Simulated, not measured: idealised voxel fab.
process module | voxel transistor to metal
cross-section cut | 150 nm wide | cells 5 nm
A cross-section is a grid of square cells, given in bands from the top down. A band is one or more rows of cells.
Each band's line starts with the height of the band's top and of its bottom, in nm. Then come its materials from left to right, each with its width in nm. One material with "throughout" fills the band from edge to edge. "air" is empty space.
Height 0 is the level under which the wafer as received is all one material. The lowest band goes on downwards, as in "0 down".
A width such as "30 to 40" changes by the same amount from each row of cells to the next, from the band's top row to its bottom row.
"no change" after a step means that no cell of the cross-section changed.
closed voids: empty space of 8 cells or more with no open way to the top, each as width x height at its distance from the left edge, in nm
after a step's settings: what the simulator itself notes on the step
overlay nm, on a step with a mask: how far to the right of its planned place the mask lay; to the left if negative
plan
1 op RECEIVE | material Si
2 op OXIDIZE | depth nm 5
3 op CONFORMAL_DEP | material SiN | thk nm 10
4 op MASKED_ETCH | tone cover | mask id ACTIVE | width nm 105 | etch materials SiN | depth nm 10 | overlay nm 0
5 op MASKED_ETCH | tone cover | mask id ACTIVE | width nm 105 | etch materials SiO2 | depth nm 5 | overlay nm 0
6 op MASKED_ETCH | tone cover | mask id ACTIVE | width nm 105 | etch materials Si | depth nm 25 | overlay nm 0
7 op FILL_DEP | material SiO2 | thk nm 15
8 op CMP | height nm 10
9 op SELECTIVE_ETCH | etch materials SiO2 | depth nm 10
10 op STRIP | etch materials SiN
11 op SELECTIVE_ETCH | etch materials SiO2 | depth nm 5
12 op OXIDIZE | depth nm 5
13 op DIRECTIONAL_DEP | material polySi | thk nm 20
14 op DIRECTIONAL_DEP | material SiCN | thk nm 10
15 op PATTERN | tone cover | mask id GATE | material resist | width nm 15 | thk nm 15 | overlay nm 0
16 op DIRECTIONAL_ETCH | etch materials SiCN | depth nm 20
17 op DIRECTIONAL_ETCH | etch materials polySi | depth nm 30
18 op STRIP | etch materials resist
19 op CONFORMAL_DEP | material SiO2 | thk nm 5
20 op DIRECTIONAL_ETCH | etch materials SiO2 | depth nm 5
21 op CONFORMAL_DEP | material SiN | thk nm 10
22 op DIRECTIONAL_ETCH | etch materials SiN | depth nm 10
23 op DIRECTIONAL_ETCH | etch materials SiO2 | depth nm 5
24 op DIRECTIONAL_ETCH | etch materials Si | depth nm 5
25 op EPI | material SiGe | thk nm 5
26 op FILL_DEP | material SiO2 | thk nm 5
27 op CMP | height nm 25
28 op DIRECTIONAL_DEP | material SiO2 | thk nm 10
29 op DIRECTIONAL_DEP | material aC | thk nm 15
30 op PATTERN | tone open | mask id CONTACT | material resist | width nm 30 | pitch nm 55 | thk nm 35 | overlay nm 0
31 op DIRECTIONAL_ETCH | etch materials aC | depth nm 15
32 op STRIP | etch materials resist
33 op DIRECTIONAL_ETCH | etch materials SiO2 | depth nm 45
34 op STRIP | etch materials aC
35 op CONFORMAL_DEP | material TiN | thk nm 5
36 op FILL_DEP | material W | thk nm 5
37 op CMP | height nm 35
38 op DIRECTIONAL_DEP | material TiN | thk nm 5
39 op DIRECTIONAL_DEP | material Ru | thk nm 15
40 op PATTERN | tone cover | mask id METAL_1 | material resist | width nm 15 | pitch nm 70 | thk nm 20 | overlay nm 0
41 op DIRECTIONAL_ETCH | etch materials Ru | depth nm 15
42 op DIRECTIONAL_ETCH | etch materials TiN | depth nm 5
43 op STRIP | etch materials resist
44 op CONFORMAL_DEP | material SiCN | thk nm 5
45 op FILL_DEP | material lowk | thk nm 10
46 op CMP | height nm 55
47 op CONFORMAL_DEP | material SiCN | thk nm 5
48 op DIRECTIONAL_DEP | material SiO2 | thk nm 35
49 op PATTERN | tone open | mask id METAL_2 | material resist | width nm 15 | pitch nm 70 | thk nm 20 | overlay nm 0
50 op DIRECTIONAL_ETCH | etch materials SiO2 | depth nm 20
51 op STRIP | etch materials resist
52 op DIRECTIONAL_DEP | material aC | thk nm 10
53 op PATTERN | tone open | mask id METAL_2_HOLES | material resist | width nm 15 | pitch nm 70 | thk nm 30 | overlay nm 0
54 op DIRECTIONAL_ETCH | etch materials aC | depth nm 10
55 op STRIP | etch materials resist
56 op DIRECTIONAL_ETCH | etch materials SiO2 | depth nm 15
57 op DIRECTIONAL_ETCH | etch materials SiCN | depth nm 5
58 op STRIP | etch materials aC
59 op CONFORMAL_DEP | material TiN | thk nm 5
60 op FILL_DEP | material Cu | thk nm 5
61 op CMP | height nm 95
62 op CONFORMAL_DEP | material SiCN | thk nm 5
as received, after step 1
  0 down: Si throughout
  closed voids: none
a wafer at the end: this start, this plan, one mistake
  100 to 95: SiCN throughout
  95 to 85: SiO2 30 | TiN 5 | Cu 10 | TiN 5 | SiO2 50 | TiN 5 | Cu 10 | TiN 5 | SiO2 30
  85 to 80: SiO2 30 | TiN 5 | Cu 5 | TiN 10 | SiO2 50 | TiN 5 | Cu 5 | TiN 10 | SiO2 30
  80 to 60: SiO2 30 | TiN 5 | Cu 5 | TiN 5 | SiO2 55 | TiN 5 | Cu 5 | TiN 5 | SiO2 35
  60 to 55: SiCN 30 | TiN 15 | SiCN 55 | TiN 15 | SiCN 35
  55 to 40: lowk 25 | SiCN 5 | Ru 15 | SiCN 5 | lowk 45 | SiCN 5 | Ru 15 | SiCN 5 | lowk 30
  40 to 35: SiCN 30 | TiN 15 | SiCN 55 | TiN 15 | SiCN 35
  35 to 25: SiO2 30 | TiN 5 | W 20 to 10 | TiN 5 to 15 | SiO2 25 | TiN 5 to 15 | W 20 to 10 | TiN 5 | SiO2 35
  25 to 15: SiO2 30 | TiN 5 | W 10 | TiN 5 | SiN 10 | SiO2 5 | SiCN 15 | SiO2 5 | SiN 10 | TiN 5 | W 10 | TiN 5 | SiO2 35
  15 to 0: SiO2 30 | TiN 5 | W 10 | TiN 5 | SiN 10 | SiO2 5 | polySi 15 | SiO2 5 | SiN 10 | TiN 5 | W 10 | TiN 5 | SiO2 35
  0 to -5: SiO2 30 | TiN 5 | W 5 | TiN 10 | SiN 10 | SiO2 5 | polySi 15 | SiO2 5 | SiN 10 | TiN 10 | W 5 | TiN 5 | SiO2 35
  -5 to -10: SiO2 30 | TiN 15 | SiGe 5 | SiO2 45 | SiGe 5 | TiN 15 | SiO2 35
  -10 to -15: SiO2 20 | SiGe 30 | Si 45 | SiGe 30 | SiO2 25
  -15 to -30: SiO2 20 | Si 105 | SiO2 25
  -30 down: Si throughout
  closed voids: none
what went wrong: step 53 ran as: op PATTERN | tone open | mask id METAL_2_HOLES | material resist | width nm 20 | pitch nm 70 | thk nm 30 | overlay nm 0
